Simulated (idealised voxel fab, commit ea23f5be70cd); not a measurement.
Process module, titled voxel self aligned contacts
235 nm wide, 5 nm square cells: that's cross-section cut.
A cross-section is a grid of square cells, given in bands from the top down. A band is one or more rows of cells. Look at the band entry: it leads with the top's height and the bottom's height in nm. Then it lists the materials left to right, with a width in nm for each. The word "throughout" on a single material says that material fills the band edge to edge. The word "empty" is empty space. The level at which height equals 0 is the one under which the wafer, as it arrives, is entirely one material. No lower edge exists for the bottom band, which continues downward and is notated as in "0..down". A two-number width, for instance "30 to 40", indicates that the width is equal to the first number in the top row of the band and to the second number in the bottom row, and that it changes by a constant amount per row of cells. When a step is marked "no alteration", none of the cells in the cross-section changed during that step. Listed in "Sealed internal cavities": every empty space of 8 or more cells without an open way to the top. Form: width x height at distance, the distance being from the left edge, all in nm. Step line, after settings: the simulator's comment on this step. A step line may carry the setting "overlay nm", which, for steps involving a mask, states the distance by which the mask lay to the right of its intended position; negative values denote displacement to the left.

**The following list gives the planned process steps**
step 1: RECEIVE with material Si
step 2: OXIDIZE with depth nm 5
step 3: DIRECTIONAL_DEP with material polySi, thk nm 25
step 4: DIRECTIONAL_DEP with material SiN, thk nm 15
step 5: PATTERN with tone cover, mask id GATE, material resist, width nm 30, pitch nm 65, thk nm 15, overlay nm 0
step 6: DIRECTIONAL_ETCH with etch materials SiN, depth nm 15
step 7: DIRECTIONAL_ETCH with etch materials polySi, depth nm 25
step 8: STRIP with etch materials resist
step 9: CONFORMAL_DEP with material SiN, thk nm 5
step 10: DIRECTIONAL_ETCH with etch materials SiN, depth nm 5
step 11: FILL_DEP with material SiO2, thk nm 15
step 12: CMP with height nm 45
step 13: DIRECTIONAL_DEP with material aC, thk nm 15
step 14: PATTERN with tone open, mask id CONTACT, material resist, width nm 45, pitch nm 65, thk nm 30, overlay nm 0
step 15: DIRECTIONAL_ETCH with etch materials aC, depth nm 15
step 16: STRIP with etch materials resist
step 17: DIRECTIONAL_ETCH with etch materials SiO2, depth nm 50
step 18: STRIP with etch materials aC
step 19: CONFORMAL_DEP with material TiN, thk nm 5
step 20: FILL_DEP with material Ru, thk nm 10
step 21: CMP with height nm 45
step 22: CONFORMAL_DEP with material SiCN, thk nm 5

**First wafer out of two, processed as planned**

**The cross-section here shows the wafer as received, i.e. in its state after step 1**
  0..down: Si throughout
  Sealed internal cavities: none

**You're looking at a cross-section of the wafer after step 2**
  0..-5: SiO2 throughout
  No changes below -5.

**You're looking at a cross-section of the wafer after step 3**
  25..0: polySi throughout
  No changes below 0.

**You're looking at a cross-section of the wafer after step 4**
  40..25: SiN throughout
  No changes below 25.

**You're looking at a cross-section of the wafer after step 5**
  55..40: 35 empty / 30 resist / 35 empty / 30 resist / 35 empty / 30 resist / 40 empty
  No changes below 40.

**You're looking at a cross-section of the wafer after step 6**
  55..40: 35 empty / 30 resist / 35 empty / 30 resist / 35 empty / 30 resist / 40 empty
  40..25: 35 empty / 30 SiN / 35 empty / 30 SiN / 35 empty / 30 SiN / 40 empty
  No changes below 25.

**You're looking at a cross-section of the wafer after step 7**
  55..40: 35 empty / 30 resist / 35 empty / 30 resist / 35 empty / 30 resist / 40 empty
  40..25: 35 empty / 30 SiN / 35 empty / 30 SiN / 35 empty / 30 SiN / 40 empty
  25..0: 35 empty / 30 polySi / 35 empty / 30 polySi / 35 empty / 30 polySi / 40 empty
  No changes below 0.

**You're looking at a cross-section of the wafer after step 8**
  40..25: 35 empty / 30 SiN / 35 empty / 30 SiN / 35 empty / 30 SiN / 40 empty
  No changes below 25.

**You're looking at a cross-section of the wafer after step 9**
  45..25: 30 empty / 40 SiN / 25 empty / 40 SiN / 25 empty / 40 SiN / 35 empty
  25..5: 30 empty / 5 SiN / 30 polySi / 5 SiN / 25 empty / 5 SiN / 30 polySi / 5 SiN / 25 empty / 5 SiN / 30 polySi / 5 SiN / 35 empty
  5..0: 35 SiN / 30 polySi / 35 SiN / 30 polySi / 35 SiN / 30 polySi / 40 SiN
  No changes below 0.

**You're looking at a cross-section of the wafer after step 10**
  40..25: 30 empty / 40 SiN / 25 empty / 40 SiN / 25 empty / 40 SiN / 35 empty
  25..0: 30 empty / 5 SiN / 30 polySi / 5 SiN / 25 empty / 5 SiN / 30 polySi / 5 SiN / 25 empty / 5 SiN / 30 polySi / 5 SiN / 35 empty
  No changes below 0.

**You're looking at a cross-section of the wafer after step 11**
  55..40: SiO2 throughout
  40..25: 30 SiO2 / 40 SiN / 25 SiO2 / 40 SiN / 25 SiO2 / 40 SiN / 35 SiO2
  25..0: 30 SiO2 / 5 SiN / 30 polySi / 5 SiN / 25 SiO2 / 5 SiN / 30 polySi / 5 SiN / 25 SiO2 / 5 SiN / 30 polySi / 5 SiN / 35 SiO2
  No changes below 0.

**You're looking at a cross-section of the wafer after step 12**
  45..40: SiO2 throughout
  No changes below 40.

**You're looking at a cross-section of the wafer after step 13**
  60..45: aC throughout
  No changes below 45.

**You're looking at a cross-section of the wafer after step 14**
  90..60: 60 resist / 45 empty / 20 resist / 45 empty / 65 resist
  No changes below 60.

**You're looking at a cross-section of the wafer after step 15**
  75..60: 60 resist / 45 empty / 20 resist / 45 empty / 65 resist
  60..45: 60 aC / 45 empty / 20 aC / 45 empty / 65 aC
  No changes below 45.

**You're looking at a cross-section of the wafer after step 16**
  60..45: 60 aC / 45 empty / 20 aC / 45 empty / 65 aC
  No changes below 45.

**You're looking at a cross-section of the wafer after step 17**
  60..45: 60 aC / 45 empty / 20 aC / 45 empty / 65 aC
  45..40: 60 SiO2 / 45 empty / 20 SiO2 / 45 empty / 65 SiO2
  40..25: 30 SiO2 / 40 SiN / 25 empty / 40 SiN / 25 empty / 40 SiN / 35 SiO2
  25..0: 30 SiO2 / 5 SiN / 30 polySi / 5 SiN / 25 empty / 5 SiN / 30 polySi / 5 SiN / 25 empty / 5 SiN / 30 polySi / 5 SiN / 35 SiO2
  0..-5: 70 SiO2 / 25 empty / 40 SiO2 / 25 empty / 75 SiO2
  No changes below -5.

**You're looking at a cross-section of the wafer after step 18**
  45..40: 60 SiO2 / 45 empty / 20 SiO2 / 45 empty / 65 SiO2
  No changes below 40.

**You're looking at a cross-section of the wafer after step 19**
  50..45: 65 TiN / 35 empty / 30 TiN / 35 empty / 70 TiN
  45..40: 60 SiO2 / 15 TiN / 15 empty / 15 TiN / 20 SiO2 / 15 TiN / 15 empty / 15 TiN / 65 SiO2
  40..25: 30 SiO2 / 40 SiN / 5 TiN / 15 empty / 5 TiN / 40 SiN / 5 TiN / 15 empty / 5 TiN / 40 SiN / 35 SiO2
  25..0: 30 SiO2 / 5 SiN / 30 polySi / 5 SiN / 5 TiN / 15 empty / 5 TiN / 5 SiN / 30 polySi / 5 SiN / 5 TiN / 15 empty / 5 TiN / 5 SiN / 30 polySi / 5 SiN / 35 SiO2
  0..-5: 70 SiO2 / 25 TiN / 40 SiO2 / 25 TiN / 75 SiO2
  No changes below -5.

**You're looking at a cross-section of the wafer after step 20**
  60..50: Ru throughout
  50..45: 65 TiN / 35 Ru / 30 TiN / 35 Ru / 70 TiN
  45..40: 60 SiO2 / 15 TiN / 15 Ru / 15 TiN / 20 SiO2 / 15 TiN / 15 Ru / 15 TiN / 65 SiO2
  40..25: 30 SiO2 / 40 SiN / 5 TiN / 15 Ru / 5 TiN / 40 SiN / 5 TiN / 15 Ru / 5 TiN / 40 SiN / 35 SiO2
  25..0: 30 SiO2 / 5 SiN / 30 polySi / 5 SiN / 5 TiN / 15 Ru / 5 TiN / 5 SiN / 30 polySi / 5 SiN / 5 TiN / 15 Ru / 5 TiN / 5 SiN / 30 polySi / 5 SiN / 35 SiO2
  No changes below 0.

**You're looking at a cross-section of the wafer after step 21**
  45..40: 60 SiO2 / 15 TiN / 15 Ru / 15 TiN / 20 SiO2 / 15 TiN / 15 Ru / 15 TiN / 65 SiO2
  No changes below 40.

**You're looking at a cross-section of the wafer after step 22**
  50..45: SiCN throughout
  No changes below 45.

**The remaining wafer, second of the two, started like the first and was run to the same plan, except that one mistake was made along the way; the two coincide through step 13, inclusive**

**Cross-section, second wafer, at the end time the plan gives for step 14**
  90..60: 60 empty / 45 resist / 20 empty / 45 resist / 65 empty
  No changes below 60.

**Cross-section, second wafer, at the end time the plan gives for step 15**
  75..60: 60 empty / 45 resist / 20 empty / 45 resist / 65 empty
  60..45: 60 empty / 45 aC / 20 empty / 45 aC / 65 empty
  No changes below 45.

**Cross-section, second wafer, at the end time the plan gives for step 16**
  60..45: 60 empty / 45 aC / 20 empty / 45 aC / 65 empty
  No changes below 45.

**Cross-section, second wafer, at the end time the plan gives for step 17**
  60..45: 60 empty / 45 aC / 20 empty / 45 aC / 65 empty
  45..40: 60 empty / 45 SiO2 / 20 empty / 45 SiO2 / 65 empty
  40..25: 30 empty / 40 SiN / 25 SiO2 / 40 SiN / 25 SiO2 / 40 SiN / 35 empty
  25..0: 30 empty / 5 SiN / 30 polySi / 5 SiN / 25 SiO2 / 5 SiN / 30 polySi / 5 SiN / 25 SiO2 / 5 SiN / 30 polySi / 5 SiN / 35 empty
  0..-5: 30 empty / 170 SiO2 / 35 empty
  No changes below -5.

**Cross-section, second wafer, at the end time the plan gives for step 18**
  45..40: 60 empty / 45 SiO2 / 20 empty / 45 SiO2 / 65 empty
  No changes below 40.

**Cross-section, second wafer, at the end time the plan gives for step 19**
  50..45: 55 empty / 55 TiN / 10 empty / 55 TiN / 60 empty
  45..40: 25 empty / 35 TiN / 45 SiO2 / 20 TiN / 45 SiO2 / 35 TiN / 30 empty
  40..25: 25 empty / 5 TiN / 40 SiN / 25 SiO2 / 40 SiN / 25 SiO2 / 40 SiN / 5 TiN / 30 empty
  25..0: 25 empty / 5 TiN / 5 SiN / 30 polySi / 5 SiN / 25 SiO2 / 5 SiN / 30 polySi / 5 SiN / 25 SiO2 / 5 SiN / 30 polySi / 5 SiN / 5 TiN / 30 empty
  0..-5: 30 TiN / 170 SiO2 / 35 TiN
  No changes below -5.

**Cross-section, second wafer, at the end time the plan gives for step 20**
  60..50: Ru throughout
  50..45: 55 Ru / 55 TiN / 10 Ru / 55 TiN / 60 Ru
  45..40: 25 Ru / 35 TiN / 45 SiO2 / 20 TiN / 45 SiO2 / 35 TiN / 30 Ru
  40..25: 25 Ru / 5 TiN / 40 SiN / 25 SiO2 / 40 SiN / 25 SiO2 / 40 SiN / 5 TiN / 30 Ru
  25..0: 25 Ru / 5 TiN / 5 SiN / 30 polySi / 5 SiN / 25 SiO2 / 5 SiN / 30 polySi / 5 SiN / 25 SiO2 / 5 SiN / 30 polySi / 5 SiN / 5 TiN / 30 Ru
  No changes below 0.

**Cross-section, second wafer, at the end time the plan gives for step 21**
  45..40: 25 Ru / 35 TiN / 45 SiO2 / 20 TiN / 45 SiO2 / 35 TiN / 30 Ru
  No changes below 40.

**Cross-section, second wafer, at the end time the plan gives for step 22**
  50..45: SiCN throughout
  No changes below 45.
In executing the process, a mistake was made relative to the plan: rather than as planned, step 14 actually ran as PATTERN with tone cover, mask id CONTACT, material resist, width nm 45, pitch nm 65, thk nm 30, overlay nm 0
Final comparison by cell count, materials where the second wafer has more or fewer than the first: Ru +45, SiO2 -38, TiN -7
